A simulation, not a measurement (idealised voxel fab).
process module | voxel wiring stack
cross-section cut | 185 nm wide | cells 5 nm
A cross-section is a grid of square cells, given in bands from the top down. A band is one or more rows of cells.
Each band's line starts with the height of the band's top and of its bottom, in nm. Then come its materials from left to right, each with its width in nm. One material with "throughout" fills the band from edge to edge. "air" is empty space.
Height 0 is the level under which the wafer as received is all one material. The lowest band goes on downwards, as in "0 down".
A width such as "30 to 40" changes by the same amount from each row of cells to the next, from the band's top row to its bottom row.
"no change" after a step means that no cell of the cross-section changed.
closed voids: empty space of 8 cells or more with no open way to the top, each as width x height at its distance from the left edge, in nm
after a step's settings: what the simulator itself notes on the step
overlay nm, on a step with a mask: how far to the right of its planned place the mask lay; to the left if negative
plan
1 op RECEIVE | material Si
2 op CONFORMAL_DEP | material SiO2 | thk nm 15
3 op DIRECTIONAL_DEP | material TiN | thk nm 5
4 op DIRECTIONAL_DEP | material W | thk nm 25
5 op DIRECTIONAL_DEP | material aC | thk nm 10
6 op PATTERN | tone cover | mask id METAL_1 | material resist | width nm 25 | pitch nm 55 | thk nm 30 | overlay nm 0
7 op DIRECTIONAL_ETCH | etch materials aC | depth nm 10
8 op STRIP | etch materials resist
9 op DIRECTIONAL_ETCH | etch materials W | depth nm 25
10 op DIRECTIONAL_ETCH | etch materials TiN | depth nm 5
11 op STRIP | etch materials aC
12 op CONFORMAL_DEP | material SiN | thk nm 5
13 op FILL_DEP | material lowk | thk nm 5
14 op CMP | height nm 45
15 op CONFORMAL_DEP | material SiCN | thk nm 5
16 op DIRECTIONAL_DEP | material lowk | thk nm 20
17 op DIRECTIONAL_DEP | material aC | thk nm 10
18 op PATTERN | tone open | mask id PLUG_1 | material resist | width nm 15 | pitch nm 110 | thk nm 25 | overlay nm 0
19 op DIRECTIONAL_ETCH | etch materials aC | depth nm 10
20 op STRIP | etch materials resist
21 op DIRECTIONAL_ETCH | etch materials lowk | depth nm 20
22 op DIRECTIONAL_ETCH | etch materials SiCN | depth nm 5
23 op STRIP | etch materials aC
24 op CONFORMAL_DEP | material TiN | thk nm 5
25 op FILL_DEP | material W | thk nm 5
26 op CMP | height nm 70
27 op CONFORMAL_DEP | material SiN | thk nm 5
28 op DIRECTIONAL_DEP | material lowk | thk nm 15
29 op MASKED_ETCH | tone open | mask id METAL_2 | width nm 25 | pitch nm 55 | etch materials lowk | depth nm 15 | overlay nm 0
30 op MASKED_ETCH | tone open | mask id METAL_2 | width nm 25 | pitch nm 55 | etch materials SiN | depth nm 5 | overlay nm 0
31 op CONFORMAL_DEP | material TiN | thk nm 5
32 op FILL_DEP | material Cu | thk nm 10
33 op CMP | height nm 90
34 op EPI | material Ru | thk nm 5
35 op FILL_DEP | material SiCN | thk nm 5
36 op DIRECTIONAL_DEP | material lowk | thk nm 10
37 op PATTERN | tone open | mask id PLUG_2 | material resist | width nm 15 | pitch nm 55 | thk nm 15 | overlay nm 0
38 op DIRECTIONAL_ETCH | etch materials lowk | depth nm 10
39 op DIRECTIONAL_ETCH | etch materials SiCN | depth nm 5
40 op STRIP | etch materials resist
41 op CONFORMAL_DEP | material TiN | thk nm 5
42 op FILL_DEP | material W | thk nm 10
43 op CMP | height nm 110
44 op CONFORMAL_DEP | material SiCN | thk nm 5
45 op DIRECTIONAL_DEP | material lowk | thk nm 15
46 op MASKED_ETCH | tone open | mask id METAL_3 | width nm 25 | pitch nm 55 | etch materials lowk | depth nm 15 | overlay nm 0
47 op MASKED_ETCH | tone open | mask id METAL_3 | width nm 25 | pitch nm 55 | etch materials SiCN | depth nm 5 | overlay nm 0
48 op CONFORMAL_DEP | material TiN | thk nm 5
49 op FILL_DEP | material Ru | thk nm 10
50 op CMP | height nm 130
51 op EPI | material Ru | thk nm 5
52 op FILL_DEP | material SiCN | thk nm 5
as received, after step 1
  0 down: Si throughout
  closed voids: none
a wafer at the end: this start, this plan, one mistake
  140 to 135: SiCN throughout
  135 to 130: SiCN 20 | Ru 35 | SiCN 20 | Ru 35 | SiCN 20 | Ru 35 | SiCN 20
  130 to 115: lowk 25 | TiN 5 | Ru 15 | TiN 5 | lowk 30 | TiN 5 | Ru 15 | TiN 5 | lowk 30 | TiN 5 | Ru 15 | TiN 5 | lowk 25
  115 to 110: SiCN 25 | TiN 25 | SiCN 30 | TiN 25 | SiCN 30 | TiN 25 | SiCN 25
  110 to 100: lowk 25 | TiN 5 | W 5 | TiN 5 | lowk 40 | TiN 5 | W 5 | TiN 5 | lowk 40 | TiN 5 | W 5 | TiN 5 | lowk 35
  100 to 95: SiCN 25 | TiN 15 | SiCN 40 | TiN 15 | SiCN 40 | TiN 15 | SiCN 35
  95 to 90: SiCN 20 | Ru 35 | SiCN 20 | Ru 35 | SiCN 20 | Ru 35 | SiCN 20
  90 to 75: lowk 25 | TiN 5 | Cu 15 | TiN 5 | lowk 30 | TiN 5 | Cu 15 | TiN 5 | lowk 30 | TiN 5 | Cu 15 | TiN 5 | lowk 25
  75 to 70: SiN 25 | TiN 25 | SiN 30 | TiN 25 | SiN 30 | TiN 25 | SiN 25
  70 to 50: W 20 | TiN 5 | lowk 15 | TiN 5 | W 85 | TiN 5 | lowk 15 | TiN 5 | W 30
  50 to 45: TiN 25 | SiCN 15 | TiN 95 | SiCN 15 | TiN 35
  45 to 20: lowk 20 | SiN 5 | W 25 | SiN 5 | lowk 20 | SiN 5 | W 25 | SiN 5 | lowk 20 | SiN 5 | W 25 | SiN 5 | lowk 20
  20 to 15: SiN 25 | TiN 25 | SiN 30 | TiN 25 | SiN 30 | TiN 25 | SiN 25
  15 to 0: SiO2 throughout
  0 down: Si throughout
  closed voids: none
what went wrong: step 18 ran as: op PATTERN | tone cover | mask id PLUG_1 | material resist | width nm 15 | pitch nm 110 | thk nm 25 | overlay nm 0
